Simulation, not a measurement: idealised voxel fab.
process module | voxel gate over fins
cross-section cut | 265 nm wide | cells 5 nm
A cross-section is a grid of square cells, given in bands from the top down. A band is one or more rows of cells.
Each band's line starts with the height of the band's top and of its bottom, in nm. Then come its materials from left to right, each with its width in nm. One material with "throughout" fills the band from edge to edge. "air" is empty space.
Height 0 is the level under which the wafer as received is all one material. The lowest band goes on downwards, as in "0 down".
A width such as "30 to 40" changes by the same amount from each row of cells to the next, from the band's top row to its bottom row.
"no change" after a step means that no cell of the cross-section changed.
closed voids: empty space of 8 cells or more with no open way to the top, each as width x height at its distance from the left edge, in nm
after a step's settings: what the simulator itself notes on the step
overlay nm, on a step with a mask: how far to the right of its planned place the mask lay; to the left if negative
plan
1 op RECEIVE | material Si
2 op CONFORMAL_DEP | material SiN | thk nm 10
3 op DIRECTIONAL_DEP | material aC | thk nm 10
4 op PATTERN | tone cover | mask id FINS | material resist | width nm 15 | pitch nm 50 | thk nm 30 | overlay nm 0
5 op DIRECTIONAL_ETCH | etch materials aC | depth nm 10
6 op STRIP | etch materials resist
7 op DIRECTIONAL_ETCH | etch materials SiN | depth nm 10
8 op DIRECTIONAL_ETCH | etch materials Si | depth nm 30
9 op STRIP | etch materials aC
10 op FILL_DEP | material SiO2 | thk nm 10
11 op CMP | height nm 10
12 op PATTERN | tone open | mask id RAIL | material resist | width nm 15 | thk nm 20 | overlay nm 0
13 op DIRECTIONAL_ETCH | etch materials SiO2 | depth nm 35
14 op STRIP | etch materials resist
15 op CONFORMAL_DEP | material TiN | thk nm 5
16 op FILL_DEP | material W | thk nm 10
17 op CMP | height nm 10
18 op SELECTIVE_ETCH | etch materials W Ru TiN | depth nm 25
19 op FILL_DEP | material SiO2 | thk nm 5
20 op CMP | height nm 10
21 op SELECTIVE_ETCH | etch materials SiO2 | depth nm 20
22 op STRIP | etch materials SiN
23 op CONFORMAL_DEP | material HfO2 | thk nm 5
24 op CONFORMAL_DEP | material TiN | thk nm 5
25 op FILL_DEP | material W | thk nm 15
26 op CMP | height nm 20
27 op CONFORMAL_DEP | material SiCN | thk nm 5
first wafer, as planned
as received, after step 1
  0 down: Si throughout
  closed voids: none
after step 2
  10 to 0: SiN throughout
  below 0: unchanged
after step 3
  20 to 10: aC throughout
  below 10: unchanged
after step 4
  50 to 20: air 100 | resist 15 | air 35 | resist 15 | air 100
  below 20: unchanged
after step 5
  40 to 20: air 100 | resist 15 | air 35 | resist 15 | air 100
  20 to 10: air 100 | aC 15 | air 35 | aC 15 | air 100
  below 10: unchanged
after step 6
  20 to 10: air 100 | aC 15 | air 35 | aC 15 | air 100
  below 10: unchanged
after step 7
  20 to 10: air 100 | aC 15 | air 35 | aC 15 | air 100
  10 to 0: air 100 | SiN 15 | air 35 | SiN 15 | air 100
  below 0: unchanged
after step 8
  20 to 10: air 100 | aC 15 | air 35 | aC 15 | air 100
  10 to 0: air 100 | SiN 15 | air 35 | SiN 15 | air 100
  0 to -30: air 100 | Si 15 | air 35 | Si 15 | air 100
  below -30: unchanged
after step 9
  10 to 0: air 100 | SiN 15 | air 35 | SiN 15 | air 100
  below 0: unchanged
after step 10
  20 to 10: SiO2 throughout
  10 to 0: SiO2 100 | SiN 15 | SiO2 35 | SiN 15 | SiO2 100
  0 to -30: SiO2 100 | Si 15 | SiO2 35 | Si 15 | SiO2 100
  below -30: unchanged
after step 11
  10 to 0: SiO2 100 | SiN 15 | SiO2 35 | SiN 15 | SiO2 100
  below 0: unchanged
after step 12
  30 to 10: resist 125 | air 15 | resist 125
  below 10: unchanged
after step 13
  30 to 10: resist 125 | air 15 | resist 125
  10 to 0: SiO2 100 | SiN 15 | SiO2 10 | air 15 | SiO2 10 | SiN 15 | SiO2 100
  0 to -25: SiO2 100 | Si 15 | SiO2 10 | air 15 | SiO2 10 | Si 15 | SiO2 100
  below -25: unchanged
after step 14
  10 to 0: SiO2 100 | SiN 15 | SiO2 10 | air 15 | SiO2 10 | SiN 15 | SiO2 100
  below 0: unchanged
after step 15
  15 to 10: TiN 130 | air 5 | TiN 130
  10 to 0: SiO2 100 | SiN 15 | SiO2 10 | TiN 5 | air 5 | TiN 5 | SiO2 10 | SiN 15 | SiO2 100
  0 to -20: SiO2 100 | Si 15 | SiO2 10 | TiN 5 | air 5 | TiN 5 | SiO2 10 | Si 15 | SiO2 100
  -20 to -25: SiO2 100 | Si 15 | SiO2 10 | TiN 15 | SiO2 10 | Si 15 | SiO2 100
  below -25: unchanged
after step 16
  25 to 15: W throughout
  15 to 10: TiN 130 | W 5 | TiN 130
  10 to 0: SiO2 100 | SiN 15 | SiO2 10 | TiN 5 | W 5 | TiN 5 | SiO2 10 | SiN 15 | SiO2 100
  0 to -20: SiO2 100 | Si 15 | SiO2 10 | TiN 5 | W 5 | TiN 5 | SiO2 10 | Si 15 | SiO2 100
  below -20: unchanged
after step 17
  10 to 0: SiO2 100 | SiN 15 | SiO2 10 | TiN 5 | W 5 | TiN 5 | SiO2 10 | SiN 15 | SiO2 100
  below 0: unchanged
after step 18
  10 to 0: SiO2 100 | SiN 15 | SiO2 10 | air 15 | SiO2 10 | SiN 15 | SiO2 100
  0 to -15: SiO2 100 | Si 15 | SiO2 10 | air 15 | SiO2 10 | Si 15 | SiO2 100
  below -15: unchanged
after step 19
  15 to 10: SiO2 throughout
  10 to 0: SiO2 100 | SiN 15 | SiO2 35 | SiN 15 | SiO2 100
  0 to -15: SiO2 100 | Si 15 | SiO2 35 | Si 15 | SiO2 100
  below -15: unchanged
after step 20
  10 to 0: SiO2 100 | SiN 15 | SiO2 35 | SiN 15 | SiO2 100
  below 0: unchanged
after step 21
  10 to 0: air 100 | SiN 15 | air 35 | SiN 15 | air 100
  0 to -10: air 100 | Si 15 | air 35 | Si 15 | air 100
  below -10: unchanged
after step 22
  0 to -10: air 100 | Si 15 | air 35 | Si 15 | air 100
  below -10: unchanged
after step 23
  5 to 0: air 95 | HfO2 25 | air 25 | HfO2 25 | air 95
  0 to -5: air 95 | HfO2 5 | Si 15 | HfO2 5 | air 25 | HfO2 5 | Si 15 | HfO2 5 | air 95
  -5 to -10: HfO2 100 | Si 15 | HfO2 35 | Si 15 | HfO2 100
  below -10: unchanged
after step 24
  10 to 5: air 90 | TiN 35 | air 15 | TiN 35 | air 90
  5 to 0: air 90 | TiN 5 | HfO2 25 | TiN 5 | air 15 | TiN 5 | HfO2 25 | TiN 5 | air 90
  0 to -5: TiN 95 | HfO2 5 | Si 15 | HfO2 5 | TiN 25 | HfO2 5 | Si 15 | HfO2 5 | TiN 95
  below -5: unchanged
after step 25
  25 to 10: W throughout
  10 to 5: W 90 | TiN 35 | W 15 | TiN 35 | W 90
  5 to 0: W 90 | TiN 5 | HfO2 25 | TiN 5 | W 15 | TiN 5 | HfO2 25 | TiN 5 | W 90
  below 0: unchanged
after step 26
  20 to 10: W throughout
  below 10: unchanged
after step 27
  25 to 20: SiCN throughout
  below 20: unchanged
second wafer: like start, like plan, one mistake. Through step 11 it matches the first wafer
when step 12 should have ended
  30 to 10: resist 125 | air 20 | resist 120
  below 10: unchanged
when step 13 should have ended
  30 to 10: resist 125 | air 20 | resist 120
  10 to 0: SiO2 100 | SiN 15 | SiO2 10 | air 20 | SiO2 5 | SiN 15 | SiO2 100
  0 to -25: SiO2 100 | Si 15 | SiO2 10 | air 20 | SiO2 5 | Si 15 | SiO2 100
  below -25: unchanged
when step 14 should have ended
  10 to 0: SiO2 100 | SiN 15 | SiO2 10 | air 20 | SiO2 5 | SiN 15 | SiO2 100
  below 0: unchanged
when step 15 should have ended
  15 to 10: TiN 130 | air 10 | TiN 125
  10 to 0: SiO2 100 | SiN 15 | SiO2 10 | TiN 5 | air 10 | TiN 5 | SiO2 5 | SiN 15 | SiO2 100
  0 to -20: SiO2 100 | Si 15 | SiO2 10 | TiN 5 | air 10 | TiN 5 | SiO2 5 | Si 15 | SiO2 100
  -20 to -25: SiO2 100 | Si 15 | SiO2 10 | TiN 20 | SiO2 5 | Si 15 | SiO2 100
  below -25: unchanged
when step 16 should have ended
  25 to 15: W throughout
  15 to 10: TiN 130 | W 10 | TiN 125
  10 to 0: SiO2 100 | SiN 15 | SiO2 10 | TiN 5 | W 10 | TiN 5 | SiO2 5 | SiN 15 | SiO2 100
  0 to -20: SiO2 100 | Si 15 | SiO2 10 | TiN 5 | W 10 | TiN 5 | SiO2 5 | Si 15 | SiO2 100
  below -20: unchanged
when step 17 should have ended
  10 to 0: SiO2 100 | SiN 15 | SiO2 10 | TiN 5 | W 10 | TiN 5 | SiO2 5 | SiN 15 | SiO2 100
  below 0: unchanged
when step 18 should have ended
  10 to 0: SiO2 100 | SiN 15 | SiO2 10 | air 20 | SiO2 5 | SiN 15 | SiO2 100
  0 to -15: SiO2 100 | Si 15 | SiO2 10 | air 20 | SiO2 5 | Si 15 | SiO2 100
  below -15: unchanged
when step 19 should have ended
  15 to 10: SiO2 throughout
  10 to 0: SiO2 100 | SiN 15 | SiO2 35 | SiN 15 | SiO2 100
  0 to -15: SiO2 100 | Si 15 | SiO2 35 | Si 15 | SiO2 100
  below -15: unchanged
when step 20 should have ended
  10 to 0: SiO2 100 | SiN 15 | SiO2 35 | SiN 15 | SiO2 100
  below 0: unchanged
when step 21 should have ended
  10 to 0: air 100 | SiN 15 | air 35 | SiN 15 | air 100
  0 to -10: air 100 | Si 15 | air 35 | Si 15 | air 100
  below -10: unchanged
when step 22 should have ended
  0 to -10: air 100 | Si 15 | air 35 | Si 15 | air 100
  below -10: unchanged
when step 23 should have ended
  5 to 0: air 95 | HfO2 25 | air 25 | HfO2 25 | air 95
  0 to -5: air 95 | HfO2 5 | Si 15 | HfO2 5 | air 25 | HfO2 5 | Si 15 | HfO2 5 | air 95
  -5 to -10: HfO2 100 | Si 15 | HfO2 35 | Si 15 | HfO2 100
  below -10: unchanged
when step 24 should have ended
  10 to 5: air 90 | TiN 35 | air 15 | TiN 35 | air 90
  5 to 0: air 90 | TiN 5 | HfO2 25 | TiN 5 | air 15 | TiN 5 | HfO2 25 | TiN 5 | air 90
  0 to -5: TiN 95 | HfO2 5 | Si 15 | HfO2 5 | TiN 25 | HfO2 5 | Si 15 | HfO2 5 | TiN 95
  below -5: unchanged
when step 25 should have ended
  25 to 10: W throughout
  10 to 5: W 90 | TiN 35 | W 15 | TiN 35 | W 90
  5 to 0: W 90 | TiN 5 | HfO2 25 | TiN 5 | W 15 | TiN 5 | HfO2 25 | TiN 5 | W 90
  below 0: unchanged
when step 26 should have ended
  20 to 10: W throughout
  below 10: unchanged
when step 27 should have ended
  25 to 20: SiCN throughout
  below 20: unchanged
what went wrong: step 12 ran as: op PATTERN | tone open | mask id RAIL | material resist | width nm 20 | thk nm 20 | overlay nm 0
at the end the second wafer has, in cells: 2 fewer of SiO2 | 1 more of TiN | 1 more of W
